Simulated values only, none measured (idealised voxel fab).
Process module under the name voxel ribs on slabs
Square cells of 5 nm make up the cross-section cut, whose width is 290 nm.
Heads up, the way a cross-section reads in here is a grid of square cells, handed over as bands from the top down, with every band being one or more rows of cells.
Band: top height; bottom height; in nm. Then, left to right: material with width in nm, for each material. "throughout": a single material spanning edge to edge. "empty": empty space.
Ref level 0: as-received wafer is one material below here. Bottom band extends down with no lower bound ("0 nm and below").
The width entry "30..40" should be interpreted row by row: the top row of cells in the band takes the first number, the bottom row takes the second number, and the change between adjacent rows is uniform throughout.
Reading "nothing was modified" for a step: not a cell of the cross-section changed in it.
The entry "Closed internal cavities" lists the empty spaces that cover at least 8 cells and have no open path to the top. Each is written as width x height at distance, where the distance is measured from the left edge and all three values are in nm.
On a step's line, text after the settings is the simulator commenting on that step.
You can add "overlay nm" to a step's line. For a step with a mask, it describes how far the mask lay to the right of its planned position, and a negative number describes a lay to the left.

THE STEPS PLANNED FOR THE PROCESS ARE AS FOLLOWS
| 1 | RECEIVE, material Si |
| 2 | DIRECTIONAL_DEP, material SiO2, thk nm 20 |
| 3 | DIRECTIONAL_DEP, material polySi, thk nm 15 |
| 4 | DIRECTIONAL_DEP, material aC, thk nm 15 |
| 5 | PATTERN, tone cover, mask id RIB, material resist, width nm 15, thk nm 30, overlay nm 0 |
| 6 | DIRECTIONAL_ETCH, etch materials aC, depth nm 15 |
| 7 | STRIP, etch materials resist |
| 8 | DIRECTIONAL_ETCH, etch materials polySi, depth nm 10 |
| 9 | STRIP, etch materials aC |
| 10 | MASKED_ETCH, tone cover, mask id SLAB, width nm 45, etch materials polySi, depth nm 5, overlay nm 0 |
| 11 | FILL_DEP, material SiO2, thk nm 25 |
| 12 | CMP, height nm 55 |
| 13 | DIRECTIONAL_DEP, material W, thk nm 10 |
| 14 | DIRECTIONAL_DEP, material aC, thk nm 15 |
| 15 | PATTERN, tone cover, mask id HEATER, material resist, width nm 25, thk nm 30, overlay nm 0 |
| 16 | DIRECTIONAL_ETCH, etch materials aC, depth nm 15 |
| 17 | STRIP, etch materials resist |
| 18 | DIRECTIONAL_ETCH, etch materials W, depth nm 10 |
| 19 | STRIP, etch materials aC |
| 20 | CONFORMAL_DEP, material SiN, thk nm 5 |

FIRST OF TWO WAFERS, PROCESSED ACCORDING TO PLAN

RECEIVED-STATE CROSS-SECTION, REFLECTING COMPLETION OF STEP 1
    0 nm and below | Si throughout
    Closed internal cavities: none

ONCE STEP 2 IS THROUGH, THE WAFER LOOKS LIKE THIS IN CROSS-SECTION
    20 nm to 0 nm | SiO2 throughout
    Below 0 it's all the same as before, nothing changed down there.

ONCE STEP 3 IS THROUGH, THE WAFER LOOKS LIKE THIS IN CROSS-SECTION
    35 nm to 20 nm | polySi throughout
    Below 20 it's all the same as before, nothing changed down there.

ONCE STEP 4 IS THROUGH, THE WAFER LOOKS LIKE THIS IN CROSS-SECTION
    50 nm to 35 nm | aC throughout
    Below 35 it's all the same as before, nothing changed down there.

ONCE STEP 5 IS THROUGH, THE WAFER LOOKS LIKE THIS IN CROSS-SECTION
    80 nm to 50 nm | empty: 135; resist: 15; empty: 140
    Below 50 it's all the same as before, nothing changed down there.

ONCE STEP 6 IS THROUGH, THE WAFER LOOKS LIKE THIS IN CROSS-SECTION
    65 nm to 50 nm | empty: 135; resist: 15; empty: 140
    50 nm to 35 nm | empty: 135; aC: 15; empty: 140
    Below 35 it's all the same as before, nothing changed down there.

ONCE STEP 7 IS THROUGH, THE WAFER LOOKS LIKE THIS IN CROSS-SECTION
    50 nm to 35 nm | empty: 135; aC: 15; empty: 140
    Below 35 it's all the same as before, nothing changed down there.

ONCE STEP 8 IS THROUGH, THE WAFER LOOKS LIKE THIS IN CROSS-SECTION
    50 nm to 35 nm | empty: 135; aC: 15; empty: 140
    35 nm to 25 nm | empty: 135; polySi: 15; empty: 140
    Below 25 it's all the same as before, nothing changed down there.

ONCE STEP 9 IS THROUGH, THE WAFER LOOKS LIKE THIS IN CROSS-SECTION
    35 nm to 25 nm | empty: 135; polySi: 15; empty: 140
    Below 25 it's all the same as before, nothing changed down there.

ONCE STEP 10 IS THROUGH, THE WAFER LOOKS LIKE THIS IN CROSS-SECTION
    35 nm to 25 nm | empty: 135; polySi: 15; empty: 140
    25 nm to 20 nm | empty: 120; polySi: 45; empty: 125
    Below 20 it's all the same as before, nothing changed down there.

ONCE STEP 11 IS THROUGH, THE WAFER LOOKS LIKE THIS IN CROSS-SECTION
    60 nm to 35 nm | SiO2 throughout
    35 nm to 25 nm | SiO2: 135; polySi: 15; SiO2: 140
    25 nm to 20 nm | SiO2: 120; polySi: 45; SiO2: 125
    Below 20 it's all the same as before, nothing changed down there.

ONCE STEP 12 IS THROUGH, THE WAFER LOOKS LIKE THIS IN CROSS-SECTION
    55 nm to 35 nm | SiO2 throughout
    Below 35 it's all the same as before, nothing changed down there.

ONCE STEP 13 IS THROUGH, THE WAFER LOOKS LIKE THIS IN CROSS-SECTION
    65 nm to 55 nm | W throughout
    Below 55 it's all the same as before, nothing changed down there.

ONCE STEP 14 IS THROUGH, THE WAFER LOOKS LIKE THIS IN CROSS-SECTION
    80 nm to 65 nm | aC throughout
    Below 65 it's all the same as before, nothing changed down there.

ONCE STEP 15 IS THROUGH, THE WAFER LOOKS LIKE THIS IN CROSS-SECTION
    110 nm to 80 nm | empty: 130; resist: 25; empty: 135
    Below 80 it's all the same as before, nothing changed down there.

ONCE STEP 16 IS THROUGH, THE WAFER LOOKS LIKE THIS IN CROSS-SECTION
    95 nm to 80 nm | empty: 130; resist: 25; empty: 135
    80 nm to 65 nm | empty: 130; aC: 25; empty: 135
    Below 65 it's all the same as before, nothing changed down there.

ONCE STEP 17 IS THROUGH, THE WAFER LOOKS LIKE THIS IN CROSS-SECTION
    80 nm to 65 nm | empty: 130; aC: 25; empty: 135
    Below 65 it's all the same as before, nothing changed down there.

ONCE STEP 18 IS THROUGH, THE WAFER LOOKS LIKE THIS IN CROSS-SECTION
    80 nm to 65 nm | empty: 130; aC: 25; empty: 135
    65 nm to 55 nm | empty: 130; W: 25; empty: 135
    Below 55 it's all the same as before, nothing changed down there.

ONCE STEP 19 IS THROUGH, THE WAFER LOOKS LIKE THIS IN CROSS-SECTION
    65 nm to 55 nm | empty: 130; W: 25; empty: 135
    Below 55 it's all the same as before, nothing changed down there.

ONCE STEP 20 IS THROUGH, THE WAFER LOOKS LIKE THIS IN CROSS-SECTION
    70 nm to 65 nm | empty: 125; SiN: 35; empty: 130
    65 nm to 60 nm | empty: 125; SiN: 5; W: 25; SiN: 5; empty: 130
    60 nm to 55 nm | SiN: 130; W: 25; SiN: 135
    Below 55 it's all the same as before, nothing changed down there.

OKAY, SECOND WAFER. NOTHING DIFFERENT AT THE START, NOTHING DIFFERENT IN THE PLAN, JUST ONE MISTAKE SOMEWHERE IN THE RUNNING. AS FAR AS STEP 9, COUNTING THAT STEP, IT'S THE FIRST WAFER ALL OVER AGAIN

CROSS-SECTIONAL REPRESENTATION OF THE SECOND WAFER AT THE TIME DESIGNATED IN THE PLAN FOR THE COMPLETION OF STEP 10
    35 nm to 25 nm | empty: 135; polySi: 15; empty: 140
    25 nm to 20 nm | empty: 125; polySi: 35; empty: 130
    Below 20 it's all the same as before, nothing changed down there.

CROSS-SECTIONAL REPRESENTATION OF THE SECOND WAFER AT THE TIME DESIGNATED IN THE PLAN FOR THE COMPLETION OF STEP 11
    60 nm to 35 nm | SiO2 throughout
    35 nm to 25 nm | SiO2: 135; polySi: 15; SiO2: 140
    25 nm to 20 nm | SiO2: 125; polySi: 35; SiO2: 130
    Below 20 it's all the same as before, nothing changed down there.

CROSS-SECTIONAL REPRESENTATION OF THE SECOND WAFER AT THE TIME DESIGNATED IN THE PLAN FOR THE COMPLETION OF STEP 12
    55 nm to 35 nm | SiO2 throughout
    Below 35 it's all the same as before, nothing changed down there.

CROSS-SECTIONAL REPRESENTATION OF THE SECOND WAFER AT THE TIME DESIGNATED IN THE PLAN FOR THE COMPLETION OF STEP 13
    65 nm to 55 nm | W throughout
    Below 55 it's all the same as before, nothing changed down there.

CROSS-SECTIONAL REPRESENTATION OF THE SECOND WAFER AT THE TIME DESIGNATED IN THE PLAN FOR THE COMPLETION OF STEP 14
    80 nm to 65 nm | aC throughout
    Below 65 it's all the same as before, nothing changed down there.

CROSS-SECTIONAL REPRESENTATION OF THE SECOND WAFER AT THE TIME DESIGNATED IN THE PLAN FOR THE COMPLETION OF STEP 15
    110 nm to 80 nm | empty: 130; resist: 25; empty: 135
    Below 80 it's all the same as before, nothing changed down there.

CROSS-SECTIONAL REPRESENTATION OF THE SECOND WAFER AT THE TIME DESIGNATED IN THE PLAN FOR THE COMPLETION OF STEP 16
    95 nm to 80 nm | empty: 130; resist: 25; empty: 135
    80 nm to 65 nm | empty: 130; aC: 25; empty: 135
    Below 65 it's all the same as before, nothing changed down there.

CROSS-SECTIONAL REPRESENTATION OF THE SECOND WAFER AT THE TIME DESIGNATED IN THE PLAN FOR THE COMPLETION OF STEP 17
    80 nm to 65 nm | empty: 130; aC: 25; empty: 135
    Below 65 it's all the same as before, nothing changed down there.

CROSS-SECTIONAL REPRESENTATION OF THE SECOND WAFER AT THE TIME DESIGNATED IN THE PLAN FOR THE COMPLETION OF STEP 18
    80 nm to 65 nm | empty: 130; aC: 25; empty: 135
    65 nm to 55 nm | empty: 130; W: 25; empty: 135
    Below 55 it's all the same as before, nothing changed down there.

CROSS-SECTIONAL REPRESENTATION OF THE SECOND WAFER AT THE TIME DESIGNATED IN THE PLAN FOR THE COMPLETION OF STEP 19
    65 nm to 55 nm | empty: 130; W: 25; empty: 135
    Below 55 it's all the same as before, nothing changed down there.

CROSS-SECTIONAL REPRESENTATION OF THE SECOND WAFER AT THE TIME DESIGNATED IN THE PLAN FOR THE COMPLETION OF STEP 20
    70 nm to 65 nm | empty: 125; SiN: 35; empty: 130
    65 nm to 60 nm | empty: 125; SiN: 5; W: 25; SiN: 5; empty: 130
    60 nm to 55 nm | SiN: 130; W: 25; SiN: 135
    Below 55 it's all the same as before, nothing changed down there.
what went wrong: step 10 changed vs plan, executed as MASKED_ETCH, tone cover, mask id SLAB, width nm 35, etch materials polySi, depth nm 5, overlay nm 0
End check, counted in cells, second wafer has more or fewer of these materials than the first: 2 more of SiO2 | 2 fewer of polySi
